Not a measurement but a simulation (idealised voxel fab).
process module | voxel ribs on slabs
cross-section cut | 275 nm wide | cells 5 nm
A cross-section is a grid of square cells, given in bands from the top down. A band is one or more rows of cells.
Each band's line starts with the height of the band's top and of its bottom, in nm. Then come its materials from left to right, each with its width in nm. One material with "throughout" fills the band from edge to edge. "air" is empty space.
Height 0 is the level under which the wafer as received is all one material. The lowest band goes on downwards, as in "0 down".
A width such as "30 to 40" changes by the same amount from each row of cells to the next, from the band's top row to its bottom row.
"no change" after a step means that no cell of the cross-section changed.
closed voids: empty space of 8 cells or more with no open way to the top, each as width x height at its distance from the left edge, in nm
after a step's settings: what the simulator itself notes on the step
overlay nm, on a step with a mask: how far to the right of its planned place the mask lay; to the left if negative
plan
1 op RECEIVE | material Si
2 op DIRECTIONAL_DEP | material SiO2 | thk nm 30
3 op DIRECTIONAL_DEP | material SiN | thk nm 25
4 op PATTERN | tone cover | mask id RIB | material resist | width nm 30 | thk nm 20 | overlay nm 0
5 op DIRECTIONAL_ETCH | etch materials SiN | depth nm 10
6 op STRIP | etch materials resist
7 op DIRECTIONAL_DEP | material aC | thk nm 10
8 op PATTERN | tone cover | mask id SLAB | material resist | width nm 60 | thk nm 30 | overlay nm 0
9 op DIRECTIONAL_ETCH | etch materials aC | depth nm 10
10 op STRIP | etch materials resist
11 op DIRECTIONAL_ETCH | etch materials SiN | depth nm 15
12 op STRIP | etch materials aC
13 op FILL_DEP | material SiO2 | thk nm 20
14 op CMP | height nm 70
15 op DIRECTIONAL_DEP | material TiN | thk nm 10
16 op DIRECTIONAL_DEP | material aC | thk nm 15
17 op PATTERN | tone cover | mask id HEATER | material resist | width nm 40 | thk nm 35 | overlay nm 0
18 op DIRECTIONAL_ETCH | etch materials aC | depth nm 15
19 op STRIP | etch materials resist
20 op DIRECTIONAL_ETCH | etch materials TiN | depth nm 10
21 op STRIP | etch materials aC
22 op CONFORMAL_DEP | material SiO2 | thk nm 5
as received, after step 1
  0 down: Si throughout
  closed voids: none
first wafer at the end, as planned
  85 to 80: air 110 | SiO2 50 | air 115
  80 to 75: air 110 | SiO2 5 | TiN 40 | SiO2 5 | air 115
  75 to 70: SiO2 115 | TiN 40 | SiO2 120
  70 to 55: SiO2 throughout
  55 to 45: SiO2 120 | SiN 30 | SiO2 125
  45 to 30: SiO2 105 | SiN 60 | SiO2 110
  30 to 0: SiO2 throughout
  0 down: Si throughout
  closed voids: none
second wafer at the end: like start, like plan, one mistake
  80 to 70: air 115 | TiN 40 | air 120
  70 to 55: SiO2 throughout
  55 to 45: SiO2 120 | SiN 30 | SiO2 125
  45 to 30: SiO2 105 | SiN 60 | SiO2 110
  30 to 0: SiO2 throughout
  0 down: Si throughout
  closed voids: none
what went wrong: step 22 was left out
at the end the second wafer has, in cells: 59 fewer of SiO2
